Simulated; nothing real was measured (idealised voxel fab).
You're looking at the process module voxel capacitor over wiring.
The cross-section shown here is cut; it is 275 nm wide and divided into square cells measuring 5 nm on a side.
For the purposes of this document, a cross-section shall be understood as a grid of square cells, specified as bands listed in top-to-bottom order, each band consisting of one or more rows of cells.
The band entry comprises the height of the band's top followed by the height of its bottom, expressed in nm, and subsequently the band's materials from left to right, each stated together with its width in nm. Where a single material is marked with the word "full width", that material fills the band from edge to edge. The word "empty" represents empty space.
Heights are reckoned from 0. Under this level, the received wafer is all of one material. The bottommost band is open-ended downward, for example "top 0, no bottom".
Note: "30..40" means the width goes from the first number (top row of the band) to the second number (bottom row) in equal steps per row of cells.
It should be understood that the words "identical to before", when stated for a given step, signify that the cross-section underwent no change in any of its cells during that step.
"Sealed internal voids" enumerates empty spaces isolated from the top, with no open way to it, that contain at least 8 cells, giving each as width x height at distance from the left edge, all three in nm.
What comes after the settings on a step's line is commentary from the simulator itself on that step.
You can add "overlay nm" to a step's line. For a step with a mask, it describes how far the mask lay to the right of its planned position, and a negative number describes a lay to the left.

# plan
- 1: RECEIVE with material Si
- 2: CONFORMAL_DEP with material SiO2, thk nm 10
- 3: CONFORMAL_DEP with material SiCN, thk nm 5
- 4: DIRECTIONAL_DEP with material lowk, thk nm 20
- 5: MASKED_ETCH with tone open, mask id METAL_1, width nm 30, pitch nm 90, etch materials lowk, depth nm 20, overlay nm 0
- 6: MASKED_ETCH with tone open, mask id METAL_1, width nm 30, pitch nm 90, etch materials SiCN, depth nm 5, overlay nm 0
- 7: CONFORMAL_DEP with material TiN, thk nm 5
- 8: FILL_DEP with material Cu, thk nm 5
- 9: CMP with height nm 35
- 10: CONFORMAL_DEP with material SiCN, thk nm 5
- 11: DIRECTIONAL_DEP with material SiO2, thk nm 15
- 12: PATTERN with tone open, mask id PLUG_1, material resist, width nm 15, thk nm 20, overlay nm 0
- 13: DIRECTIONAL_ETCH with etch materials SiO2, depth nm 15
- 14: DIRECTIONAL_ETCH with etch materials SiCN, depth nm 5
- 15: STRIP with etch materials resist
- 16: CONFORMAL_DEP with material TiN, thk nm 5
- 17: FILL_DEP with material Ru, thk nm 10
- 18: CMP with height nm 55
- 19: DIRECTIONAL_DEP with material TiN, thk nm 5
- 20: DIRECTIONAL_DEP with material SiN, thk nm 5
- 21: DIRECTIONAL_DEP with material TiN, thk nm 5
- 22: MASKED_ETCH with tone cover, mask id UPPER_PLATE, width nm 65, etch materials TiN, depth nm 5, overlay nm 0
- 23: MASKED_ETCH with tone cover, mask id UPPER_PLATE, width nm 65, etch materials SiN, depth nm 5, overlay nm 0
- 24: PATTERN with tone cover, mask id LOWER_PLATE, material resist, width nm 75, thk nm 15, overlay nm 0
- 25: DIRECTIONAL_ETCH with etch materials TiN, depth nm 5
- 26: STRIP with etch materials resist
- 27: FILL_DEP with material SiO2, thk nm 20
- 28: CMP with height nm 85
- 29: MASKED_ETCH with tone open, mask id PLUG_2, width nm 15, etch materials SiO2, depth nm 15, overlay nm 0
- 30: CONFORMAL_DEP with material TiN, thk nm 5
- 31: FILL_DEP with material Ru, thk nm 5
- 32: CMP with height nm 85
- 33: CONFORMAL_DEP with material SiN, thk nm 5

# The cross-section here shows the wafer as received, i.e. in its state after step 1
  top 0, no bottom = Si full width
  Sealed internal voids: none

# First of two wafers at the end of the module, shown in cross-section; run carried out as planned
  top 90, bottom 85 = SiN full width
  top 85, bottom 75 = SiO2 100  TiN 5  Ru 5  TiN 5  SiO2 160
  top 75, bottom 65 = SiO2 100..90  TiN 15..65  SiO2 160..120
  top 65, bottom 60 = SiO2 90  SiN 65  SiO2 120
  top 60, bottom 55 = SiO2 85  TiN 75  SiO2 115
  top 55, bottom 40 = SiO2 90  TiN 5  Ru 5  TiN 5  SiO2 170
  top 40, bottom 35 = SiCN 90  TiN 15  SiCN 170
  top 35, bottom 15 = lowk 75  TiN 5  Cu 20  TiN 5  lowk 60  TiN 5  Cu 20  TiN 5  lowk 80
  top 15, bottom 10 = SiCN 75  TiN 30  SiCN 60  TiN 30  SiCN 80
  top 10, bottom 0 = SiO2 full width
  top 0, no bottom = Si full width
  Sealed internal voids: none

# Second wafer cross-section at end of module - shared start and plan with the first, one mistake in the run
  top 90, bottom 85 = SiN full width
  top 85, bottom 75 = SiO2 100  TiN 5  Ru 5  TiN 5  SiO2 160
  top 75, bottom 65 = SiO2 100..90  TiN 15..65  SiO2 160..120
  top 65, bottom 60 = SiO2 90  SiN 65  SiO2 120
  top 60, bottom 55 = SiO2 85  TiN 75  SiO2 115
  top 55, bottom 40 = SiO2 90  TiN 5  Ru 5  TiN 5  SiO2 170
  top 40, bottom 35 = SiCN 90  TiN 15  SiCN 170
  top 35, bottom 15 = lowk 75  TiN 5  Cu 20  TiN 5  lowk 60  TiN 5  Cu 20  TiN 5  lowk 80
  top 15, bottom 10 = SiCN 75  TiN 30  SiCN 60  TiN 30  SiCN 80
  top 10, bottom 0 = SiN full width
  top 0, no bottom = Si full width
  Sealed internal voids: none
Processing error: in deviation from the planned setting, step 2 was conducted as CONFORMAL_DEP with material SiN, thk nm 10
Cell-count delta at end, second wafer over first, by material: SiN +110 | SiO2 -110
